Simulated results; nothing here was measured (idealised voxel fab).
process module | voxel released beams
cross-section cut | 205 nm wide | cells 5 nm
A cross-section is a grid of square cells, given in bands from the top down. A band is one or more rows of cells.
Each band's line starts with the height of the band's top and of its bottom, in nm. Then come its materials from left to right, each with its width in nm. One material with "throughout" fills the band from edge to edge. "air" is empty space.
Height 0 is the level under which the wafer as received is all one material. The lowest band goes on downwards, as in "0 down".
A width such as "30 to 40" changes by the same amount from each row of cells to the next, from the band's top row to its bottom row.
"no change" after a step means that no cell of the cross-section changed.
closed voids: empty space of 8 cells or more with no open way to the top, each as width x height at its distance from the left edge, in nm
after a step's settings: what the simulator itself notes on the step
overlay nm, on a step with a mask: how far to the right of its planned place the mask lay; to the left if negative
plan
1 op RECEIVE | material Si
2 op CONFORMAL_DEP | material Al2O3 | thk nm 10
3 op DIRECTIONAL_DEP | material SiO2 | thk nm 20
4 op PATTERN | tone open | mask id ANCHOR | material resist | width nm 35 | thk nm 20 | overlay nm 0
5 op DIRECTIONAL_ETCH | etch materials SiO2 | depth nm 20
6 op STRIP | etch materials resist
7 op CONFORMAL_DEP | material SiN | thk nm 10
8 op PATTERN | tone cover | mask id BEAM | material resist | width nm 110 | thk nm 15 | overlay nm 0
9 op DIRECTIONAL_ETCH | etch materials SiN | depth nm 10
10 op STRIP | etch materials resist
11 op STRIP | etch materials SiO2
as received, after step 1
  0 down: Si throughout
  closed voids: none
a wafer at the end: this start, this plan, one mistake
  40 to 30: air 45 | SiN 110 | air 50
  30 to 20: Al2O3 throughout
  20 to 0: SiO2 throughout
  0 down: Si throughout
  closed voids: none
what went wrong: steps 2 and 3 were swapped
